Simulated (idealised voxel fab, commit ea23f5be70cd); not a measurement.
Herein follows the process module entitled voxel capacitor over wiring.
275 nm wide, 5 nm square cells: that's cross-section cut.
Square cells in a grid make up a cross-section in this document, and the grid is given as bands, listed from the top down, each one or more rows of cells.
Per band: top height and bottom height in nm, followed by the left-to-right materials and their widths in nm; "throughout" marks a single material spanning edge to edge, "empty" marks empty space.
Height 0 is the level under which the wafer as received is all one material. The lowest band goes on downwards, as in "0 -> down".
A width such as "30..40" changes by the same amount from each row of cells to the next, from the band's top row to its bottom row.
Where a step carries "nothing got changed", the cross-section came out of it unchanged, cell for cell.
In "Entrapped voids" the enclosed voids are listed, meaning empty spaces of 8 cells or larger without any opening to the top. The form is width x height at distance, distance from the left edge, units nm.
Where a step's line continues beyond its settings, the continuation is a remark by the simulator itself on that step.
overlay nm, on a step with a mask: how far to the right of its planned place the mask lay; to the left if negative

Process steps - plan:
1. RECEIVE: material Si
2. CONFORMAL_DEP: material SiO2, thk nm 15
3. DIRECTIONAL_DEP: material TiN, thk nm 5
4. DIRECTIONAL_DEP: material W, thk nm 20
5. MASKED_ETCH: tone cover, mask id METAL_1, width nm 30, pitch nm 95, etch materials W, depth nm 20, overlay nm 0
6. MASKED_ETCH: tone cover, mask id METAL_1, width nm 30, pitch nm 95, etch materials TiN, depth nm 5, overlay nm 0
7. CONFORMAL_DEP: material SiCN, thk nm 5
8. FILL_DEP: material lowk, thk nm 10
9. CMP: height nm 40
10. CONFORMAL_DEP: material SiCN, thk nm 5
11. DIRECTIONAL_DEP: material SiO2, thk nm 15
12. PATTERN: tone open, mask id PLUG_1, material resist, width nm 15, thk nm 20, overlay nm 0
13. DIRECTIONAL_ETCH: etch materials SiO2, depth nm 15
14. DIRECTIONAL_ETCH: etch materials SiCN, depth nm 5
15. STRIP: etch materials resist
16. CONFORMAL_DEP: material TiN, thk nm 5
17. FILL_DEP: material Cu, thk nm 5
18. CMP: height nm 60
19. DIRECTIONAL_DEP: material TiN, thk nm 5
20. DIRECTIONAL_DEP: material Al2O3, thk nm 5
21. DIRECTIONAL_DEP: material TiN, thk nm 10
22. DIRECTIONAL_DEP: material aC, thk nm 10
23. PATTERN: tone cover, mask id UPPER_PLATE, material resist, width nm 70, thk nm 30, overlay nm 0
24. DIRECTIONAL_ETCH: etch materials aC, depth nm 10
25. STRIP: etch materials resist
26. DIRECTIONAL_ETCH: etch materials TiN, depth nm 10
27. DIRECTIONAL_ETCH: etch materials Al2O3, depth nm 5
28. STRIP: etch materials aC
29. MASKED_ETCH: tone cover, mask id LOWER_PLATE, width nm 80, etch materials TiN, depth nm 5, overlay nm 0
30. FILL_DEP: material SiO2, thk nm 20
31. CMP: height nm 95
32. DIRECTIONAL_DEP: material aC, thk nm 10
33. PATTERN: tone open, mask id PLUG_2, material resist, width nm 15, thk nm 30, overlay nm 0
34. DIRECTIONAL_ETCH: etch materials aC, depth nm 10
35. STRIP: etch materials resist
36. DIRECTIONAL_ETCH: etch materials SiO2, depth nm 15
37. STRIP: etch materials aC
38. CONFORMAL_DEP: material TiN, thk nm 5
39. FILL_DEP: material Ru, thk nm 5
40. CMP: height nm 95
41. CONFORMAL_DEP: material SiCN, thk nm 5

Wafer cross-section on receipt, i.e. after step 1:
	0 -> down = Si throughout
	Entrapped voids: none

The plan above was carried out on the starting structure above with one mistake, and this cross-section shows the wafer at the end of the module:
	100 -> 95 = SiCN throughout
	95 -> 85 = 95 SiO2  5 TiN  15 Ru  5 TiN  155 SiO2
	85 -> 80 = 95 SiO2  25 TiN  155 SiO2
	80 -> 70 = 90 SiO2  70 TiN  115 SiO2
	70 -> 65 = 90 SiO2  70 Al2O3  115 SiO2
	65 -> 60 = 85 SiO2  80 TiN  110 SiO2
	60 -> 45 = 90 SiO2  5 TiN  5 Cu  5 TiN  170 SiO2
	45 -> 40 = 90 SiCN  15 TiN  170 SiCN
	40 -> 20 = 70 lowk  5 SiCN  30 W  5 SiCN  55 lowk  5 SiCN  30 W  5 SiCN  70 lowk
	20 -> 15 = 75 SiCN  30 TiN  65 SiCN  30 TiN  75 SiCN
	15 -> 0 = SiO2 throughout
	0 -> down = Si throughout
	Entrapped voids: none
Want to know what went wrong? step 33 did not happen as planned, as run it was PATTERN: tone open, mask id PLUG_2, material resist, width nm 25, thk nm 30, overlay nm 0
